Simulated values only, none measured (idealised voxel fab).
process module | voxel wiring stack
cross-section cut | 290 nm wide | cells 5 nm
A cross-section is a grid of square cells, given in bands from the top down. A band is one or more rows of cells.
Each band's line starts with the height of the band's top and of its bottom, in nm. Then come its materials from left to right, each with its width in nm. One material with "throughout" fills the band from edge to edge. "air" is empty space.
Height 0 is the level under which the wafer as received is all one material. The lowest band goes on downwards, as in "0 down".
A width such as "30 to 40" changes by the same amount from each row of cells to the next, from the band's top row to its bottom row.
"no change" after a step means that no cell of the cross-section changed.
closed voids: empty space of 8 cells or more with no open way to the top, each as width x height at its distance from the left edge, in nm
after a step's settings: what the simulator itself notes on the step
overlay nm, on a step with a mask: how far to the right of its planned place the mask lay; to the left if negative
plan
1 op RECEIVE | material Si
2 op CONFORMAL_DEP | material SiO2 | thk nm 10
3 op DIRECTIONAL_DEP | material TiN | thk nm 5
4 op DIRECTIONAL_DEP | material W | thk nm 20
5 op MASKED_ETCH | tone cover | mask id METAL_1 | width nm 25 | pitch nm 45 | etch materials W | depth nm 20 | overlay nm 0
6 op MASKED_ETCH | tone cover | mask id METAL_1 | width nm 25 | pitch nm 45 | etch materials TiN | depth nm 5 | overlay nm 0
7 op FILL_DEP | material lowk | thk nm 5
8 op CMP | height nm 35
9 op CONFORMAL_DEP | material SiCN | thk nm 5
10 op DIRECTIONAL_DEP | material lowk | thk nm 30
11 op DIRECTIONAL_DEP | material aC | thk nm 10
12 op PATTERN | tone open | mask id METAL_2_HOLES | material resist | width nm 15 | thk nm 30 | overlay nm 0
13 op DIRECTIONAL_ETCH | etch materials aC | depth nm 10
14 op STRIP | etch materials resist
15 op DIRECTIONAL_ETCH | etch materials lowk | depth nm 30
16 op STRIP | etch materials aC
17 op MASKED_ETCH | tone open | mask id METAL_2 | width nm 25 | pitch nm 45 | etch materials lowk | depth nm 15 | overlay nm 0
18 op MASKED_ETCH | tone open | mask id METAL_2 | width nm 25 | pitch nm 45 | etch materials SiCN | depth nm 5 | overlay nm 0
19 op CONFORMAL_DEP | material TiN | thk nm 5
20 op FILL_DEP | material Ru | thk nm 10
21 op CMP | height nm 70
22 op CONFORMAL_DEP | material SiN | thk nm 5
first wafer, as planned
as received, after step 1
  0 down: Si throughout
  closed voids: none
after step 2
  10 to 0: SiO2 throughout
  below 0: unchanged
after step 3
  15 to 10: TiN throughout
  below 10: unchanged
after step 4
  35 to 15: W throughout
  below 15: unchanged
after step 5
  35 to 15: air 110 | W 25 | air 20 | W 25 | air 110
  below 15: unchanged
after step 6
  35 to 15: air 110 | W 25 | air 20 | W 25 | air 110
  15 to 10: air 110 | TiN 25 | air 20 | TiN 25 | air 110
  below 10: unchanged
after step 7
  40 to 35: lowk throughout
  35 to 15: lowk 110 | W 25 | lowk 20 | W 25 | lowk 110
  15 to 10: lowk 110 | TiN 25 | lowk 20 | TiN 25 | lowk 110
  below 10: unchanged
after step 8
  35 to 15: lowk 110 | W 25 | lowk 20 | W 25 | lowk 110
  below 15: unchanged
after step 9
  40 to 35: SiCN throughout
  below 35: unchanged
after step 10
  70 to 40: lowk throughout
  below 40: unchanged
after step 11
  80 to 70: aC throughout
  below 70: unchanged
after step 12
  110 to 80: resist 110 | air 15 | resist 165
  below 80: unchanged
after step 13
  100 to 80: resist 110 | air 15 | resist 165
  80 to 70: aC 110 | air 15 | aC 165
  below 70: unchanged
after step 14
  80 to 70: aC 110 | air 15 | aC 165
  below 70: unchanged
after step 15
  80 to 70: aC 110 | air 15 | aC 165
  70 to 40: lowk 110 | air 15 | lowk 165
  below 40: unchanged
after step 16
  70 to 40: lowk 110 | air 15 | lowk 165
  below 40: unchanged
after step 17
  70 to 55: lowk 110 | air 25 | lowk 20 | air 25 | lowk 110
  below 55: unchanged
after step 18
  70 to 55: lowk 110 | air 25 | lowk 20 | air 25 | lowk 110
  55 to 40: lowk 110 | air 15 | lowk 165
  40 to 35: SiCN 110 | air 15 | SiCN 165
  below 35: unchanged
after step 19
  75 to 70: TiN 115 | air 15 | TiN 30 | air 15 | TiN 115
  70 to 60: lowk 110 | TiN 5 | air 15 | TiN 5 | lowk 20 | TiN 5 | air 15 | TiN 5 | lowk 110
  60 to 55: lowk 110 | TiN 5 | air 5 | TiN 15 | lowk 20 | TiN 25 | lowk 110
  55 to 40: lowk 110 | TiN 5 | air 5 | TiN 5 | lowk 165
  40 to 35: SiCN 110 | TiN 15 | SiCN 165
  below 35: unchanged
after step 20
  85 to 75: Ru throughout
  75 to 70: TiN 115 | Ru 15 | TiN 30 | Ru 15 | TiN 115
  70 to 60: lowk 110 | TiN 5 | Ru 15 | TiN 5 | lowk 20 | TiN 5 | Ru 15 | TiN 5 | lowk 110
  60 to 55: lowk 110 | TiN 5 | Ru 5 | TiN 15 | lowk 20 | TiN 25 | lowk 110
  55 to 40: lowk 110 | TiN 5 | Ru 5 | TiN 5 | lowk 165
  below 40: unchanged
after step 21
  70 to 60: lowk 110 | TiN 5 | Ru 15 | TiN 5 | lowk 20 | TiN 5 | Ru 15 | TiN 5 | lowk 110
  below 60: unchanged
after step 22
  75 to 70: SiN throughout
  below 70: unchanged
second wafer: like start, like plan, one mistake. Through step 1 it matches the first wafer
when step 2 should have ended
  15 to 0: SiO2 throughout
  below 0: unchanged
when step 3 should have ended
  20 to 15: TiN throughout
  below 15: unchanged
when step 4 should have ended
  40 to 20: W throughout
  below 20: unchanged
when step 5 should have ended
  40 to 20: air 110 | W 25 | air 20 | W 25 | air 110
  below 20: unchanged
when step 6 should have ended
  40 to 20: air 110 | W 25 | air 20 | W 25 | air 110
  20 to 15: air 110 | TiN 25 | air 20 | TiN 25 | air 110
  below 15: unchanged
when step 7 should have ended
  45 to 40: lowk throughout
  40 to 20: lowk 110 | W 25 | lowk 20 | W 25 | lowk 110
  20 to 15: lowk 110 | TiN 25 | lowk 20 | TiN 25 | lowk 110
  below 15: unchanged
when step 8 should have ended
  35 to 20: lowk 110 | W 25 | lowk 20 | W 25 | lowk 110
  below 20: unchanged
when step 9 should have ended
  40 to 35: SiCN throughout
  below 35: unchanged
when step 10 should have ended
  70 to 40: lowk throughout
  below 40: unchanged
when step 11 should have ended
  80 to 70: aC throughout
  below 70: unchanged
when step 12 should have ended
  110 to 80: resist 110 | air 15 | resist 165
  below 80: unchanged
when step 13 should have ended
  100 to 80: resist 110 | air 15 | resist 165
  80 to 70: aC 110 | air 15 | aC 165
  below 70: unchanged
when step 14 should have ended
  80 to 70: aC 110 | air 15 | aC 165
  below 70: unchanged
when step 15 should have ended
  80 to 70: aC 110 | air 15 | aC 165
  70 to 40: lowk 110 | air 15 | lowk 165
  below 40: unchanged
when step 16 should have ended
  70 to 40: lowk 110 | air 15 | lowk 165
  below 40: unchanged
when step 17 should have ended
  70 to 55: lowk 110 | air 25 | lowk 20 | air 25 | lowk 110
  below 55: unchanged
when step 18 should have ended
  70 to 55: lowk 110 | air 25 | lowk 20 | air 25 | lowk 110
  55 to 40: lowk 110 | air 15 | lowk 165
  40 to 35: SiCN 110 | air 15 | SiCN 165
  below 35: unchanged
when step 19 should have ended
  75 to 70: TiN 115 | air 15 | TiN 30 | air 15 | TiN 115
  70 to 60: lowk 110 | TiN 5 | air 15 | TiN 5 | lowk 20 | TiN 5 | air 15 | TiN 5 | lowk 110
  60 to 55: lowk 110 | TiN 5 | air 5 | TiN 15 | lowk 20 | TiN 25 | lowk 110
  55 to 40: lowk 110 | TiN 5 | air 5 | TiN 5 | lowk 165
  40 to 35: SiCN 110 | TiN 15 | SiCN 165
  below 35: unchanged
when step 20 should have ended
  85 to 75: Ru throughout
  75 to 70: TiN 115 | Ru 15 | TiN 30 | Ru 15 | TiN 115
  70 to 60: lowk 110 | TiN 5 | Ru 15 | TiN 5 | lowk 20 | TiN 5 | Ru 15 | TiN 5 | lowk 110
  60 to 55: lowk 110 | TiN 5 | Ru 5 | TiN 15 | lowk 20 | TiN 25 | lowk 110
  55 to 40: lowk 110 | TiN 5 | Ru 5 | TiN 5 | lowk 165
  below 40: unchanged
when step 21 should have ended
  70 to 60: lowk 110 | TiN 5 | Ru 15 | TiN 5 | lowk 20 | TiN 5 | Ru 15 | TiN 5 | lowk 110
  below 60: unchanged
when step 22 should have ended
  75 to 70: SiN throughout
  below 70: unchanged
what went wrong: step 2 ran as: op CONFORMAL_DEP | material SiO2 | thk nm 15
at the end the second wafer has, in cells: 58 more of SiO2 | 10 fewer of W | 48 fewer of lowk
